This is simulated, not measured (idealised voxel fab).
Title: Process Module voxel wiring stack
cross-section cut | 155 nm wide | cells 5 nm
A cross-section is written here as square cells arranged in a grid, and it is given in bands from the top down, each band taking up one or more rows of cells.
The band entry comprises the height of the band's top followed by the height of its bottom, expressed in nm, and subsequently the band's materials from left to right, each stated together with its width in nm. Where a single material is marked with the word "full width", that material fills the band from edge to edge. The word "blank" represents empty space.
Height 0 is the level under which the wafer as received is all one material. The lowest band goes on downwards, as in "top 0, no bottom".
Top row gets the first number, bottom row gets the second, and each row in between changes by the same step: that is how a band width like "30..40" works.
Key: "identical to before" - step with no changed cell in the cross-section.
Closed empty spaces (no open way to the top) of 8 cells or more are what "Trapped cavities" lists, each as width x height at distance from the left edge, nm for all three.
Post-settings text on a step line: simulator's own remark regarding the step.
On any step carrying a mask, the "overlay nm" setting, if present on the step's line, tells how far right of its planned place the mask lay; negative values point to the left.

**This section lists the process steps that were planned**
step 1: RECEIVE, material Si
step 2: CONFORMAL_DEP, material SiO2, thk nm 10
step 3: DIRECTIONAL_DEP, material TiN, thk nm 5
step 4: DIRECTIONAL_DEP, material Ru, thk nm 25
step 5: DIRECTIONAL_DEP, material aC, thk nm 15
step 6: PATTERN, tone cover, mask id METAL_1, material resist, width nm 20, pitch nm 50, thk nm 35, overlay nm 0
step 7: DIRECTIONAL_ETCH, etch materials aC, depth nm 15
step 8: STRIP, etch materials resist
step 9: DIRECTIONAL_ETCH, etch materials Ru, depth nm 25
step 10: DIRECTIONAL_ETCH, etch materials TiN, depth nm 5
step 11: STRIP, etch materials aC
step 12: CONFORMAL_DEP, material SiCN, thk nm 5
step 13: FILL_DEP, material SiO2, thk nm 10
step 14: CMP, height nm 40
step 15: CONFORMAL_DEP, material SiCN, thk nm 5
step 16: DIRECTIONAL_DEP, material SiO2, thk nm 30
step 17: MASKED_ETCH, tone open, mask id METAL_2, width nm 20, pitch nm 50, etch materials SiO2, depth nm 20, overlay nm 0
step 18: PATTERN, tone open, mask id METAL_2_HOLES, material resist, width nm 15, pitch nm 100, thk nm 20, overlay nm 0
step 19: DIRECTIONAL_ETCH, etch materials SiO2, depth nm 10
step 20: DIRECTIONAL_ETCH, etch materials SiCN, depth nm 5
step 21: STRIP, etch materials resist
step 22: CONFORMAL_DEP, material TiN, thk nm 5
step 23: FILL_DEP, material Cu, thk nm 10
step 24: CMP, height nm 75
step 25: CONFORMAL_DEP, material SiCN, thk nm 5

**Cross-section, incoming material, after step 1**
* top 0, no bottom: Si full width
* Trapped cavities: none

**Wafer cross-section at module end: first of two, run to plan**
* top 80, bottom 75: SiCN full width
* top 75, bottom 60: SiO2 15 nm | TiN 5 nm | Cu 10 nm | TiN 5 nm | SiO2 30 nm | TiN 5 nm | Cu 10 nm | TiN 5 nm | SiO2 30 nm | TiN 5 nm | Cu 10 nm | TiN 5 nm | SiO2 20 nm
* top 60, bottom 55: SiO2 15 nm | TiN 5 nm | Cu 5 nm | TiN 10 nm | SiO2 30 nm | TiN 20 nm | SiO2 30 nm | TiN 5 nm | Cu 5 nm | TiN 10 nm | SiO2 20 nm
* top 55, bottom 45: SiO2 15 nm | TiN 5 nm | Cu 5 nm | TiN 5 nm | SiO2 85 nm | TiN 5 nm | Cu 5 nm | TiN 5 nm | SiO2 25 nm
* top 45, bottom 40: SiCN 15 nm | TiN 15 nm | SiCN 85 nm | TiN 15 nm | SiCN 25 nm
* top 40, bottom 15: SiO2 10 nm | SiCN 5 nm | Ru 20 nm | SiCN 5 nm | SiO2 20 nm | SiCN 5 nm | Ru 20 nm | SiCN 5 nm | SiO2 20 nm | SiCN 5 nm | Ru 20 nm | SiCN 5 nm | SiO2 15 nm
* top 15, bottom 10: SiCN 15 nm | TiN 20 nm | SiCN 30 nm | TiN 20 nm | SiCN 30 nm | TiN 20 nm | SiCN 20 nm
* top 10, bottom 0: SiO2 full width
* top 0, no bottom: Si full width
* Trapped cavities: none

**Wafer two (of two), end-of-module cross-section: start = wafer one, plan = wafer one, one run mistake**
* top 80, bottom 75: SiCN full width
* top 75, bottom 60: SiO2 15 nm | TiN 5 nm | Cu 10 nm | TiN 5 nm | SiO2 30 nm | TiN 5 nm | Cu 10 nm | TiN 5 nm | SiO2 30 nm | TiN 5 nm | Cu 10 nm | TiN 5 nm | SiO2 20 nm
* top 60, bottom 55: SiO2 15 nm | TiN 5 nm | Cu 5 nm | TiN 10 nm | SiO2 30 nm | TiN 20 nm | SiO2 30 nm | TiN 5 nm | Cu 5 nm | TiN 10 nm | SiO2 20 nm
* top 55, bottom 45: SiO2 15 nm | TiN 5 nm | Cu 5 nm | TiN 5 nm | SiO2 85 nm | TiN 5 nm | Cu 5 nm | TiN 5 nm | SiO2 25 nm
* top 45, bottom 40: SiCN 15 nm | TiN 15 nm | SiCN 85 nm | TiN 15 nm | SiCN 25 nm
* top 40, bottom 15: SiO2 15 nm | SiCN 5 nm | Ru 15 nm | SiCN 5 nm | SiO2 25 nm | SiCN 5 nm | Ru 15 nm | SiCN 5 nm | SiO2 25 nm | SiCN 5 nm | Ru 15 nm | SiCN 5 nm | SiO2 15 nm
* top 15, bottom 10: SiCN 20 nm | TiN 15 nm | SiCN 35 nm | TiN 15 nm | SiCN 35 nm | TiN 15 nm | SiCN 20 nm
* top 10, bottom 0: SiO2 full width
* top 0, no bottom: Si full width
* Trapped cavities: none
Run error: so step 6 ended up running with a different setting than we planned, it ran as PATTERN, tone cover, mask id METAL_1, material resist, width nm 15, pitch nm 50, thk nm 35, overlay nm 0
In the final state, the cell counts of the second wafer exceed or fall short of those of the first for the following materials: -15 Ru; +3 SiCN; +15 SiO2; -3 TiN
